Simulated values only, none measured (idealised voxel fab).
process module | voxel self aligned contacts
cross-section cut | 250 nm wide | cells 5 nm
A cross-section is a grid of square cells, given in bands from the top down. A band is one or more rows of cells.
Each band's line starts with the height of the band's top and of its bottom, in nm. Then come its materials from left to right, each with its width in nm. One material with "throughout" fills the band from edge to edge. "air" is empty space.
Height 0 is the level under which the wafer as received is all one material. The lowest band goes on downwards, as in "0 down".
A width such as "30 to 40" changes by the same amount from each row of cells to the next, from the band's top row to its bottom row.
"no change" after a step means that no cell of the cross-section changed.
closed voids: empty space of 8 cells or more with no open way to the top, each as width x height at its distance from the left edge, in nm
after a step's settings: what the simulator itself notes on the step
overlay nm, on a step with a mask: how far to the right of its planned place the mask lay; to the left if negative
plan
1 op RECEIVE | material Si
2 op OXIDIZE | depth nm 5
3 op DIRECTIONAL_DEP | material polySi | thk nm 20
4 op DIRECTIONAL_DEP | material SiN | thk nm 20
5 op MASKED_ETCH | tone cover | mask id GATE | width nm 35 | pitch nm 60 | etch materials SiN | depth nm 20 | overlay nm 0
6 op MASKED_ETCH | tone cover | mask id GATE | width nm 35 | pitch nm 60 | etch materials polySi | depth nm 20 | overlay nm 0
7 op CONFORMAL_DEP | material SiN | thk nm 5
8 op DIRECTIONAL_ETCH | etch materials SiN | depth nm 5
9 op FILL_DEP | material SiO2 | thk nm 20
10 op CMP | height nm 50
11 op PATTERN | tone open | mask id CONTACT | material resist | width nm 45 | thk nm 15 | overlay nm 0
12 op DIRECTIONAL_ETCH | etch materials SiO2 | depth nm 55
13 op STRIP | etch materials resist
14 op CONFORMAL_DEP | material TiN | thk nm 5
15 op FILL_DEP | material Ru | thk nm 5
16 op CMP | height nm 50
17 op CONFORMAL_DEP | material SiN | thk nm 5
as received, after step 1
  0 down: Si throughout
  closed voids: none
a wafer at the end: this start, this plan, one mistake
  55 to 50: SiN throughout
  50 to 45: SiO2 100 | TiN 5 | Ru 35 | TiN 5 | SiO2 105
  45 to 40: SiO2 100 | TiN 45 | SiO2 105
  40 to 20: SiN 80 | SiO2 20 | TiN 5 | SiN 35 | TiN 5 | SiO2 20 | SiN 85
  20 to 0: polySi throughout
  0 to -5: SiO2 throughout
  -5 down: Si throughout
  closed voids: none
what went wrong: step 5 ran as: op MASKED_ETCH | tone open | mask id GATE | width nm 35 | pitch nm 60 | etch materials SiN | depth nm 20 | overlay nm 0
